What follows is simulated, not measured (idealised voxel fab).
Module name: voxel ribs on slabs (process module)
Pictured: cross-section cut, 235 nm wide, on a grid of 5 nm square cells.
This document writes a cross-section as a grid whose cells are square, and gives it as bands, listed from the top down; one or more rows of cells form a band.
Band: top height; bottom height; in nm. Then, left to right: material with width in nm, for each material. "throughout": a single material spanning edge to edge. "empty": empty space.
Heights are expressed relative to 0, this being the level below which the as-received wafer comprises one material exclusively. The lowest band is unbounded in the downward direction and is denoted as in "from 0 down".
Width spec "30 to 40" -> top row of cells at first value, bottom row at second value, equal per-row change in between.
"remained unchanged" after a step means that no cell of the cross-section changed.
"Internal closed voids" specifies each empty space that is not open to the top and that occupies no fewer than 8 cells, using the form width x height at distance, the distance measured from the left edge and all three quantities in nm.
Post-settings text on a step line: simulator's own remark regarding the step.
overlay nm: for a step with a mask, the amount by which the mask lay right of where it was planned; a negative amount means left of it.

PROCESS STEPS (PLANNED)
1 RECEIVE, material Si
2 DIRECTIONAL_DEP, material SiO2, thk nm 25
3 DIRECTIONAL_DEP, material polySi, thk nm 25
4 DIRECTIONAL_DEP, material aC, thk nm 15
5 PATTERN, tone cover, mask id RIB, material resist, width nm 20, thk nm 30, overlay nm 0
6 DIRECTIONAL_ETCH, etch materials aC, depth nm 15
7 STRIP, etch materials resist
8 DIRECTIONAL_ETCH, etch materials polySi, depth nm 15
9 STRIP, etch materials aC
10 PATTERN, tone cover, mask id SLAB, material resist, width nm 60, thk nm 20, overlay nm 0
11 DIRECTIONAL_ETCH, etch materials polySi, depth nm 10
12 STRIP, etch materials resist
13 FILL_DEP, material SiO2, thk nm 20
14 CMP, height nm 65
15 DIRECTIONAL_DEP, material W, thk nm 10
16 MASKED_ETCH, tone cover, mask id HEATER, width nm 30, etch materials W, depth nm 10, overlay nm 0
17 CONFORMAL_DEP, material SiN, thk nm 10

THE FIRST OF THE TWO WAFERS, WHICH RAN AS PLANNED

WAFER AS RECEIVED: CROSS-SECTION FOLLOWING STEP 1
  from 0 down  Si throughout
  Internal closed voids: none

HOW THE WAFER STANDS IN SECTION AFTER STEP 2
  from 25 to 0  SiO2 throughout
  Anything lower than 0 is untouched.

HOW THE WAFER STANDS IN SECTION AFTER STEP 3
  from 50 to 25  polySi throughout
  Anything lower than 25 is untouched.

HOW THE WAFER STANDS IN SECTION AFTER STEP 4
  from 65 to 50  aC throughout
  Anything lower than 50 is untouched.

HOW THE WAFER STANDS IN SECTION AFTER STEP 5
  from 95 to 65  empty (105) / resist (20) / empty (110)
  Anything lower than 65 is untouched.

HOW THE WAFER STANDS IN SECTION AFTER STEP 6
  from 80 to 65  empty (105) / resist (20) / empty (110)
  from 65 to 50  empty (105) / aC (20) / empty (110)
  Anything lower than 50 is untouched.

HOW THE WAFER STANDS IN SECTION AFTER STEP 7
  from 65 to 50  empty (105) / aC (20) / empty (110)
  Anything lower than 50 is untouched.

HOW THE WAFER STANDS IN SECTION AFTER STEP 8
  from 65 to 50  empty (105) / aC (20) / empty (110)
  from 50 to 35  empty (105) / polySi (20) / empty (110)
  Anything lower than 35 is untouched.

HOW THE WAFER STANDS IN SECTION AFTER STEP 9
  from 50 to 35  empty (105) / polySi (20) / empty (110)
  Anything lower than 35 is untouched.

HOW THE WAFER STANDS IN SECTION AFTER STEP 10
  from 70 to 50  empty (85) / resist (60) / empty (90)
  from 50 to 35  empty (85) / resist (20) / polySi (20) / resist (20) / empty (90)
  Anything lower than 35 is untouched.

HOW THE WAFER STANDS IN SECTION AFTER STEP 11
  from 70 to 50  empty (85) / resist (60) / empty (90)
  from 50 to 35  empty (85) / resist (20) / polySi (20) / resist (20) / empty (90)
  from 35 to 25  empty (85) / polySi (60) / empty (90)
  Anything lower than 25 is untouched.

HOW THE WAFER STANDS IN SECTION AFTER STEP 12
  from 50 to 35  empty (105) / polySi (20) / empty (110)
  Anything lower than 35 is untouched.

HOW THE WAFER STANDS IN SECTION AFTER STEP 13
  from 70 to 50  SiO2 throughout
  from 50 to 35  SiO2 (105) / polySi (20) / SiO2 (110)
  from 35 to 25  SiO2 (85) / polySi (60) / SiO2 (90)
  Anything lower than 25 is untouched.

HOW THE WAFER STANDS IN SECTION AFTER STEP 14
  from 65 to 50  SiO2 throughout
  Anything lower than 50 is untouched.

HOW THE WAFER STANDS IN SECTION AFTER STEP 15
  from 75 to 65  W throughout
  Anything lower than 65 is untouched.

HOW THE WAFER STANDS IN SECTION AFTER STEP 16
  from 75 to 65  empty (100) / W (30) / empty (105)
  Anything lower than 65 is untouched.

HOW THE WAFER STANDS IN SECTION AFTER STEP 17
  from 85 to 75  empty (90) / SiN (50) / empty (95)
  from 75 to 65  SiN (100) / W (30) / SiN (105)
  Anything lower than 65 is untouched.

THE SECOND WAFER WAS PREPARED FROM THE SAME STARTING POINT AND UNDER THE SAME PLAN AS THE FIRST; ITS PROCESSING CONTAINED ONE MISTAKE, AND IT REMAINS INDISTINGUISHABLE FROM THE FIRST WAFER UP TO AND INCLUDING STEP 1

CROSS-SECTIONAL REPRESENTATION OF THE SECOND WAFER AT THE TIME DESIGNATED IN THE PLAN FOR THE COMPLETION OF STEP 2
  from 50 to 0  SiO2 throughout
  Anything lower than 0 is untouched.

CROSS-SECTIONAL REPRESENTATION OF THE SECOND WAFER AT THE TIME DESIGNATED IN THE PLAN FOR THE COMPLETION OF STEP 3
  from 75 to 50  polySi throughout
  Anything lower than 50 is untouched.

CROSS-SECTIONAL REPRESENTATION OF THE SECOND WAFER AT THE TIME DESIGNATED IN THE PLAN FOR THE COMPLETION OF STEP 4
  from 90 to 75  aC throughout
  Anything lower than 75 is untouched.

CROSS-SECTIONAL REPRESENTATION OF THE SECOND WAFER AT THE TIME DESIGNATED IN THE PLAN FOR THE COMPLETION OF STEP 5
  from 120 to 90  empty (105) / resist (20) / empty (110)
  Anything lower than 90 is untouched.

CROSS-SECTIONAL REPRESENTATION OF THE SECOND WAFER AT THE TIME DESIGNATED IN THE PLAN FOR THE COMPLETION OF STEP 6
  from 105 to 90  empty (105) / resist (20) / empty (110)
  from 90 to 75  empty (105) / aC (20) / empty (110)
  Anything lower than 75 is untouched.

CROSS-SECTIONAL REPRESENTATION OF THE SECOND WAFER AT THE TIME DESIGNATED IN THE PLAN FOR THE COMPLETION OF STEP 7
  from 90 to 75  empty (105) / aC (20) / empty (110)
  Anything lower than 75 is untouched.

CROSS-SECTIONAL REPRESENTATION OF THE SECOND WAFER AT THE TIME DESIGNATED IN THE PLAN FOR THE COMPLETION OF STEP 8
  from 90 to 75  empty (105) / aC (20) / empty (110)
  from 75 to 60  empty (105) / polySi (20) / empty (110)
  Anything lower than 60 is untouched.

CROSS-SECTIONAL REPRESENTATION OF THE SECOND WAFER AT THE TIME DESIGNATED IN THE PLAN FOR THE COMPLETION OF STEP 9
  from 75 to 60  empty (105) / polySi (20) / empty (110)
  Anything lower than 60 is untouched.

CROSS-SECTIONAL REPRESENTATION OF THE SECOND WAFER AT THE TIME DESIGNATED IN THE PLAN FOR THE COMPLETION OF STEP 10
  from 95 to 75  empty (85) / resist (60) / empty (90)
  from 75 to 60  empty (85) / resist (20) / polySi (20) / resist (20) / empty (90)
  Anything lower than 60 is untouched.

CROSS-SECTIONAL REPRESENTATION OF THE SECOND WAFER AT THE TIME DESIGNATED IN THE PLAN FOR THE COMPLETION OF STEP 11
  from 95 to 75  empty (85) / resist (60) / empty (90)
  from 75 to 60  empty (85) / resist (20) / polySi (20) / resist (20) / empty (90)
  from 60 to 50  empty (85) / polySi (60) / empty (90)
  Anything lower than 50 is untouched.

CROSS-SECTIONAL REPRESENTATION OF THE SECOND WAFER AT THE TIME DESIGNATED IN THE PLAN FOR THE COMPLETION OF STEP 12
  from 75 to 60  empty (105) / polySi (20) / empty (110)
  Anything lower than 60 is untouched.

CROSS-SECTIONAL REPRESENTATION OF THE SECOND WAFER AT THE TIME DESIGNATED IN THE PLAN FOR THE COMPLETION OF STEP 13
  from 95 to 75  SiO2 throughout
  from 75 to 60  SiO2 (105) / polySi (20) / SiO2 (110)
  from 60 to 50  SiO2 (85) / polySi (60) / SiO2 (90)
  Anything lower than 50 is untouched.

CROSS-SECTIONAL REPRESENTATION OF THE SECOND WAFER AT THE TIME DESIGNATED IN THE PLAN FOR THE COMPLETION OF STEP 14
  from 65 to 60  SiO2 (105) / polySi (20) / SiO2 (110)
  Anything lower than 60 is untouched.

CROSS-SECTIONAL REPRESENTATION OF THE SECOND WAFER AT THE TIME DESIGNATED IN THE PLAN FOR THE COMPLETION OF STEP 15
  from 75 to 65  W throughout
  Anything lower than 65 is untouched.

CROSS-SECTIONAL REPRESENTATION OF THE SECOND WAFER AT THE TIME DESIGNATED IN THE PLAN FOR THE COMPLETION OF STEP 16
  from 75 to 65  empty (100) / W (30) / empty (105)
  Anything lower than 65 is untouched.

CROSS-SECTIONAL REPRESENTATION OF THE SECOND WAFER AT THE TIME DESIGNATED IN THE PLAN FOR THE COMPLETION OF STEP 17
  from 85 to 75  empty (90) / SiN (50) / empty (95)
  from 75 to 65  SiN (100) / W (30) / SiN (105)
  Anything lower than 65 is untouched.
What went wrong in running the wafer? in the plan, step 2 was performed twice
Final comparison by cell count, materials where the second wafer has more or fewer than the first: +8 SiO2; -8 polySi
